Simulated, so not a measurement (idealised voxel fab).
process module | voxel air gaps
cross-section cut | 240 nm wide | cells 5 nm
A cross-section is a grid of square cells, given in bands from the top down. A band is one or more rows of cells.
Each band's line starts with the height of the band's top and of its bottom, in nm. Then come its materials from left to right, each with its width in nm. One material with "throughout" fills the band from edge to edge. "air" is empty space.
Height 0 is the level under which the wafer as received is all one material. The lowest band goes on downwards, as in "0 down".
A width such as "30 to 40" changes by the same amount from each row of cells to the next, from the band's top row to its bottom row.
"no change" after a step means that no cell of the cross-section changed.
closed voids: empty space of 8 cells or more with no open way to the top, each as width x height at its distance from the left edge, in nm
after a step's settings: what the simulator itself notes on the step
overlay nm, on a step with a mask: how far to the right of its planned place the mask lay; to the left if negative
plan
1 op RECEIVE | material Si
2 op CONFORMAL_DEP | material SiO2 | thk nm 15
3 op CONFORMAL_DEP | material SiCN | thk nm 5
4 op DIRECTIONAL_DEP | material SiO2 | thk nm 30
5 op PATTERN | tone open | mask id LINES | material resist | width nm 20 | pitch nm 45 | thk nm 20 | overlay nm 0
6 op DIRECTIONAL_ETCH | etch materials SiO2 | depth nm 30
7 op STRIP | etch materials resist
8 op CONFORMAL_DEP | material TiN | thk nm 5
9 op FILL_DEP | material W | thk nm 10
10 op CMP | height nm 50
11 op EPI | material Ru | thk nm 10
12 op SELECTIVE_ETCH | etch materials SiO2 | depth nm 40
13 op CONFORMAL_DEP | material SiCN | thk nm 5
first wafer, as planned
as received, after step 1
  0 down: Si throughout
  closed voids: none
after step 2
  15 to 0: SiO2 throughout
  below 0: unchanged
after step 3
  20 to 15: SiCN throughout
  below 15: unchanged
after step 4
  50 to 20: SiO2 throughout
  below 20: unchanged
after step 5
  70 to 50: resist 40 | air 20 | resist 25 | air 20 | resist 25 | air 20 | resist 25 | air 20 | resist 45
  below 50: unchanged
after step 6
  70 to 50: resist 40 | air 20 | resist 25 | air 20 | resist 25 | air 20 | resist 25 | air 20 | resist 45
  50 to 20: SiO2 40 | air 20 | SiO2 25 | air 20 | SiO2 25 | air 20 | SiO2 25 | air 20 | SiO2 45
  below 20: unchanged
after step 7
  50 to 20: SiO2 40 | air 20 | SiO2 25 | air 20 | SiO2 25 | air 20 | SiO2 25 | air 20 | SiO2 45
  below 20: unchanged
after step 8
  55 to 50: TiN 45 | air 10 | TiN 35 | air 10 | TiN 35 | air 10 | TiN 35 | air 10 | TiN 50
  50 to 25: SiO2 40 | TiN 5 | air 10 | TiN 5 | SiO2 25 | TiN 5 | air 10 | TiN 5 | SiO2 25 | TiN 5 | air 10 | TiN 5 | SiO2 25 | TiN 5 | air 10 | TiN 5 | SiO2 45
  25 to 20: SiO2 40 | TiN 20 | SiO2 25 | TiN 20 | SiO2 25 | TiN 20 | SiO2 25 | TiN 20 | SiO2 45
  below 20: unchanged
after step 9
  65 to 55: W throughout
  55 to 50: TiN 45 | W 10 | TiN 35 | W 10 | TiN 35 | W 10 | TiN 35 | W 10 | TiN 50
  50 to 25: SiO2 40 | TiN 5 | W 10 | TiN 5 | SiO2 25 | TiN 5 | W 10 | TiN 5 | SiO2 25 | TiN 5 | W 10 | TiN 5 | SiO2 25 | TiN 5 | W 10 | TiN 5 | SiO2 45
  below 25: unchanged
after step 10
  50 to 25: SiO2 40 | TiN 5 | W 10 | TiN 5 | SiO2 25 | TiN 5 | W 10 | TiN 5 | SiO2 25 | TiN 5 | W 10 | TiN 5 | SiO2 25 | TiN 5 | W 10 | TiN 5 | SiO2 45
  below 25: unchanged
after step 11
  60 to 50: air 30 | Ru 40 | air 5 | Ru 40 | air 5 | Ru 40 | air 5 | Ru 40 | air 35
  below 50: unchanged
after step 12
  60 to 50: air 30 | Ru 40 | air 5 | Ru 40 | air 5 | Ru 40 | air 5 | Ru 40 | air 35
  50 to 25: air 40 | TiN 5 | W 10 | TiN 5 | air 25 | TiN 5 | W 10 | TiN 5 | air 25 | TiN 5 | W 10 | TiN 5 | air 25 | TiN 5 | W 10 | TiN 5 | air 45
  25 to 20: air 40 | TiN 20 | air 25 | TiN 20 | air 25 | TiN 20 | air 25 | TiN 20 | air 45
  below 20: unchanged
after step 13
  65 to 60: air 25 | SiCN 185 | air 30
  60 to 50: air 25 | SiCN 5 | Ru 40 | SiCN 5 | Ru 40 | SiCN 5 | Ru 40 | SiCN 5 | Ru 40 | SiCN 5 | air 30
  50 to 45: air 25 | SiCN 15 | TiN 5 | W 10 | TiN 5 | SiCN 25 | TiN 5 | W 10 | TiN 5 | SiCN 25 | TiN 5 | W 10 | TiN 5 | SiCN 25 | TiN 5 | W 10 | TiN 5 | SiCN 15 | air 30
  45 to 25: air 35 | SiCN 5 | TiN 5 | W 10 | TiN 5 | SiCN 5 | air 15 | SiCN 5 | TiN 5 | W 10 | TiN 5 | SiCN 5 | air 15 | SiCN 5 | TiN 5 | W 10 | TiN 5 | SiCN 5 | air 15 | SiCN 5 | TiN 5 | W 10 | TiN 5 | SiCN 5 | air 40
  25 to 20: SiCN 40 | TiN 20 | SiCN 25 | TiN 20 | SiCN 25 | TiN 20 | SiCN 25 | TiN 20 | SiCN 45
  below 20: unchanged
  closed voids: 15 x 20 at 65; 15 x 20 at 110; 15 x 20 at 155
second wafer: like start, like plan, one mistake. Through step 10 it matches the first wafer
when step 11 should have ended
  50 to 25: air 40 | TiN 5 | W 10 | TiN 5 | air 25 | TiN 5 | W 10 | TiN 5 | air 25 | TiN 5 | W 10 | TiN 5 | air 25 | TiN 5 | W 10 | TiN 5 | air 45
  25 to 20: air 40 | TiN 20 | air 25 | TiN 20 | air 25 | TiN 20 | air 25 | TiN 20 | air 45
  below 20: unchanged
when step 12 should have ended
  60 to 50: air 30 | Ru 40 | air 5 | Ru 40 | air 5 | Ru 40 | air 5 | Ru 40 | air 35
  50 to 25: air 30 | Ru 10 | TiN 5 | W 10 | TiN 5 | Ru 10 | air 5 | Ru 10 | TiN 5 | W 10 | TiN 5 | Ru 10 | air 5 | Ru 10 | TiN 5 | W 10 | TiN 5 | Ru 10 | air 5 | Ru 10 | TiN 5 | W 10 | TiN 5 | Ru 10 | air 35
  25 to 20: air 30 | Ru 10 | TiN 20 | Ru 10 | air 5 | Ru 10 | TiN 20 | Ru 10 | air 5 | Ru 10 | TiN 20 | Ru 10 | air 5 | Ru 10 | TiN 20 | Ru 10 | air 35
  below 20: unchanged
when step 13 should have ended
  65 to 60: air 25 | SiCN 185 | air 30
  60 to 50: air 25 | SiCN 5 | Ru 40 | SiCN 5 | Ru 40 | SiCN 5 | Ru 40 | SiCN 5 | Ru 40 | SiCN 5 | air 30
  50 to 25: air 25 | SiCN 5 | Ru 10 | TiN 5 | W 10 | TiN 5 | Ru 10 | SiCN 5 | Ru 10 | TiN 5 | W 10 | TiN 5 | Ru 10 | SiCN 5 | Ru 10 | TiN 5 | W 10 | TiN 5 | Ru 10 | SiCN 5 | Ru 10 | TiN 5 | W 10 | TiN 5 | Ru 10 | SiCN 5 | air 30
  25 to 20: SiCN 30 | Ru 10 | TiN 20 | Ru 10 | SiCN 5 | Ru 10 | TiN 20 | Ru 10 | SiCN 5 | Ru 10 | TiN 20 | Ru 10 | SiCN 5 | Ru 10 | TiN 20 | Ru 10 | SiCN 35
  below 20: unchanged
what went wrong: steps 11 and 12 were swapped
at the end the second wafer has, in cells: 96 more of Ru | 44 fewer of SiCN
closed voids at the end (first wafer, second wafer): 3, 0
